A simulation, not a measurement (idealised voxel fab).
process module | voxel self aligned vias
cross-section cut | 185 nm wide | cells 5 nm
A cross-section is a grid of square cells, given in bands from the top down. A band is one or more rows of cells.
Each band's line starts with the height of the band's top and of its bottom, in nm. Then come its materials from left to right, each with its width in nm. One material with "throughout" fills the band from edge to edge. "air" is empty space.
Height 0 is the level under which the wafer as received is all one material. The lowest band goes on downwards, as in "0 down".
A width such as "30 to 40" changes by the same amount from each row of cells to the next, from the band's top row to its bottom row.
"no change" after a step means that no cell of the cross-section changed.
closed voids: empty space of 8 cells or more with no open way to the top, each as width x height at its distance from the left edge, in nm
after a step's settings: what the simulator itself notes on the step
overlay nm, on a step with a mask: how far to the right of its planned place the mask lay; to the left if negative
plan
1 op RECEIVE | material Si
2 op CONFORMAL_DEP | material SiO2 | thk nm 10
3 op CONFORMAL_DEP | material SiCN | thk nm 5
4 op DIRECTIONAL_DEP | material SiO2 | thk nm 25
5 op MASKED_ETCH | tone open | mask id LINES | width nm 15 | pitch nm 70 | etch materials SiO2 | depth nm 25 | overlay nm 0
6 op CONFORMAL_DEP | material TiN | thk nm 5
7 op FILL_DEP | material Ru | thk nm 10
8 op CMP | height nm 40
9 op SELECTIVE_ETCH | etch materials W Ru TiN | depth nm 5
10 op FILL_DEP | material SiN | thk nm 10
11 op CMP | height nm 40
12 op DIRECTIONAL_DEP | material SiO2 | thk nm 20
13 op DIRECTIONAL_DEP | material aC | thk nm 10
14 op PATTERN | tone open | mask id VIAS | material resist | width nm 45 | thk nm 30 | overlay nm 0
15 op DIRECTIONAL_ETCH | etch materials aC | depth nm 10
16 op STRIP | etch materials resist
17 op DIRECTIONAL_ETCH | etch materials SiO2 | depth nm 20
18 op DIRECTIONAL_ETCH | etch materials SiN | depth nm 5
19 op STRIP | etch materials aC
20 op CONFORMAL_DEP | material TiN | thk nm 5
21 op FILL_DEP | material Ru | thk nm 10
22 op CMP | height nm 60
23 op CONFORMAL_DEP | material SiCN | thk nm 5
varied across the wafers: width nm of step 5. The plan shows the first wafer's value. All wafers start alike
first wafer as received, after step 1
  0 down: Si throughout
  closed voids: none
first wafer at the end, after step 23
  65 to 60: SiCN throughout
  60 to 45: SiO2 35 | TiN 5 | Ru 35 | TiN 5 | SiO2 105
  45 to 40: SiO2 35 | TiN 20 | Ru 5 | TiN 20 | SiO2 105
  40 to 35: SiO2 50 | TiN 15 | SiO2 55 | SiN 15 | SiO2 50
  35 to 20: SiO2 50 | TiN 5 | Ru 5 | TiN 5 | SiO2 55 | TiN 5 | Ru 5 | TiN 5 | SiO2 50
  20 to 15: SiO2 50 | TiN 15 | SiO2 55 | TiN 15 | SiO2 50
  15 to 10: SiCN throughout
  10 to 0: SiO2 throughout
  0 down: Si throughout
  closed voids: none
last wafer at the end
  65 to 60: SiCN throughout
  60 to 45: SiO2 35 | TiN 5 | Ru 35 | TiN 5 | SiO2 105
  45 to 40: SiO2 35 | TiN 10 | Ru 30 | TiN 5 | SiO2 105
  40 to 35: SiO2 40 | TiN 40 | SiO2 30 | SiN 40 | SiO2 35
  35 to 20: SiO2 40 | TiN 5 | Ru 30 | TiN 5 | SiO2 30 | TiN 5 | Ru 30 | TiN 5 | SiO2 35
  20 to 15: SiO2 40 | TiN 40 | SiO2 30 | TiN 40 | SiO2 35
  15 to 10: SiCN throughout
  10 to 0: SiO2 throughout
  0 down: Si throughout
  closed voids: none
each wafer at the end: cells of each material gained (+) or lost (-) since it was received, then its closed voids
width nm 15 | +28 Ru | +74 SiCN | +3 SiN | +341 SiO2 | +35 TiN | closed voids: none
width nm 20 | +35 Ru | +74 SiCN | +4 SiN | +331 SiO2 | +37 TiN | closed voids: none
width nm 25 | +42 Ru | +74 SiCN | +5 SiN | +321 SiO2 | +39 TiN | closed voids: none
width nm 30 | +49 Ru | +74 SiCN | +6 SiN | +311 SiO2 | +41 TiN | closed voids: none
width nm 35 | +56 Ru | +74 SiCN | +7 SiN | +301 SiO2 | +43 TiN | closed voids: none
width nm 40 | +63 Ru | +74 SiCN | +8 SiN | +291 SiO2 | +45 TiN | closed voids: none
